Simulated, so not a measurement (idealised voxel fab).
Title: Process Module voxel ribs on slabs
Square cells of 5 nm make up the cross-section cut, whose width is 295 nm.
A cross-section is a grid of square cells, given in bands from the top down. A band is one or more rows of cells.
Band: top height; bottom height; in nm. Then, left to right: material with width in nm, for each material. "throughout": a single material spanning edge to edge. "empty": empty space.
Height 0 is the level under which the wafer as received is all one material. The lowest band goes on downwards, as in "0 down".
So if you see something like "30..40" for the width, read it as the top row of the band sitting at the first number and the bottom row at the second, with every row in between moving by the same amount as the last.
Step marked "nothing changed"? Then no cell in the cross-section changed in it.
"Listed closed voids" contains a list of empty spaces, each no smaller than 8 cells and without an open way to the top, written in the form width x height at distance with the distance from the left edge and all three in nm.
The remark found on a step's line after its settings is issued by the simulator itself and pertains to that step.
If you see "overlay nm" on a step's line and that step has a mask, it's telling you how far right of where it was planned the mask ended up; a negative number means it went left instead.
The following list gives the planned process steps:
1: RECEIVE (material Si)
2: DIRECTIONAL_DEP (material SiO2; thk nm 30)
3: DIRECTIONAL_DEP (material polySi; thk nm 25)
4: PATTERN (tone cover; mask id RIB; material resist; width nm 30; thk nm 20; overlay nm 0)
5: DIRECTIONAL_ETCH (etch materials polySi; depth nm 15)
6: STRIP (etch materials resist)
7: MASKED_ETCH (tone cover; mask id SLAB; width nm 60; etch materials polySi; depth nm 10; overlay nm 0)
8: FILL_DEP (material SiO2; thk nm 30)
9: CMP (height nm 75)
10: DIRECTIONAL_DEP (material W; thk nm 5)
11: DIRECTIONAL_DEP (material aC; thk nm 10)
12: PATTERN (tone cover; mask id HEATER; material resist; width nm 40; thk nm 25; overlay nm 0)
13: DIRECTIONAL_ETCH (etch materials aC; depth nm 10)
14: STRIP (etch materials resist)
15: DIRECTIONAL_ETCH (etch materials W; depth nm 5)
16: STRIP (etch materials aC)
17: CONFORMAL_DEP (material SiO2; thk nm 10)
First of two wafers - as planned:
As received (post step 1): cross-section:
* 0 down  Si throughout
* Listed closed voids: none
Cross-section of the wafer after step 2:
* 30 to 0  SiO2 throughout
* No changes below 0.
Cross-section of the wafer after step 3:
* 55 to 30  polySi throughout
* No changes below 30.
Cross-section of the wafer after step 4:
* 75 to 55  empty 130, resist 30, empty 135
* No changes below 55.
Cross-section of the wafer after step 5:
* 75 to 55  empty 130, resist 30, empty 135
* 55 to 40  empty 130, polySi 30, empty 135
* No changes below 40.
Cross-section of the wafer after step 6:
* 55 to 40  empty 130, polySi 30, empty 135
* No changes below 40.
Cross-section of the wafer after step 7:
* 55 to 40  empty 130, polySi 30, empty 135
* 40 to 30  empty 115, polySi 60, empty 120
* No changes below 30.
Cross-section of the wafer after step 8:
* 85 to 55  SiO2 throughout
* 55 to 40  SiO2 130, polySi 30, SiO2 135
* 40 to 30  SiO2 115, polySi 60, SiO2 120
* No changes below 30.
Cross-section of the wafer after step 9:
* 75 to 55  SiO2 throughout
* No changes below 55.
Cross-section of the wafer after step 10:
* 80 to 75  W throughout
* No changes below 75.
Cross-section of the wafer after step 11:
* 90 to 80  aC throughout
* No changes below 80.
Cross-section of the wafer after step 12:
* 115 to 90  empty 125, resist 40, empty 130
* No changes below 90.
Cross-section of the wafer after step 13:
* 105 to 90  empty 125, resist 40, empty 130
* 90 to 80  empty 125, aC 40, empty 130
* No changes below 80.
Cross-section of the wafer after step 14:
* 90 to 80  empty 125, aC 40, empty 130
* No changes below 80.
Cross-section of the wafer after step 15:
* 90 to 80  empty 125, aC 40, empty 130
* 80 to 75  empty 125, W 40, empty 130
* No changes below 75.
Cross-section of the wafer after step 16:
* 80 to 75  empty 125, W 40, empty 130
* No changes below 75.
Cross-section of the wafer after step 17:
* 90 to 85  empty 115, SiO2 60, empty 120
* 85 to 80  SiO2 throughout
* 80 to 75  SiO2 125, W 40, SiO2 130
* No changes below 75.
Wafer two. Identical start, identical plan. One mistake in execution. Identical history through step 6:
Here is the second wafer in cross-section at the point where step 7 of the plan should have been done:
* 55 to 40  empty 130, polySi 30, empty 135
* 40 to 30  empty 120, polySi 50, empty 125
* No changes below 30.
Here is the second wafer in cross-section at the point where step 8 of the plan should have been done:
* 85 to 55  SiO2 throughout
* 55 to 40  SiO2 130, polySi 30, SiO2 135
* 40 to 30  SiO2 120, polySi 50, SiO2 125
* No changes below 30.
Here is the second wafer in cross-section at the point where step 9 of the plan should have been done:
* 75 to 55  SiO2 throughout
* No changes below 55.
Here is the second wafer in cross-section at the point where step 10 of the plan should have been done:
* 80 to 75  W throughout
* No changes below 75.
Here is the second wafer in cross-section at the point where step 11 of the plan should have been done:
* 90 to 80  aC throughout
* No changes below 80.
Here is the second wafer in cross-section at the point where step 12 of the plan should have been done:
* 115 to 90  empty 125, resist 40, empty 130
* No changes below 90.
Here is the second wafer in cross-section at the point where step 13 of the plan should have been done:
* 105 to 90  empty 125, resist 40, empty 130
* 90 to 80  empty 125, aC 40, empty 130
* No changes below 80.
Here is the second wafer in cross-section at the point where step 14 of the plan should have been done:
* 90 to 80  empty 125, aC 40, empty 130
* No changes below 80.
Here is the second wafer in cross-section at the point where step 15 of the plan should have been done:
* 90 to 80  empty 125, aC 40, empty 130
* 80 to 75  empty 125, W 40, empty 130
* No changes below 75.
Here is the second wafer in cross-section at the point where step 16 of the plan should have been done:
* 80 to 75  empty 125, W 40, empty 130
* No changes below 75.
Here is the second wafer in cross-section at the point where step 17 of the plan should have been done:
* 90 to 85  empty 115, SiO2 60, empty 120
* 85 to 80  SiO2 throughout
* 80 to 75  SiO2 125, W 40, SiO2 130
* No changes below 75.
Diagnosis: it should be noted that step 7 was executed with settings other than those planned, the operation and settings actually applied being MASKED_ETCH (tone cover; mask id SLAB; width nm 50; etch materials polySi; depth nm 10; overlay nm 0)
Wafer comparison, final, in cells, second relative to first, materials more or fewer: 4 more of SiO2; 4 fewer of polySi
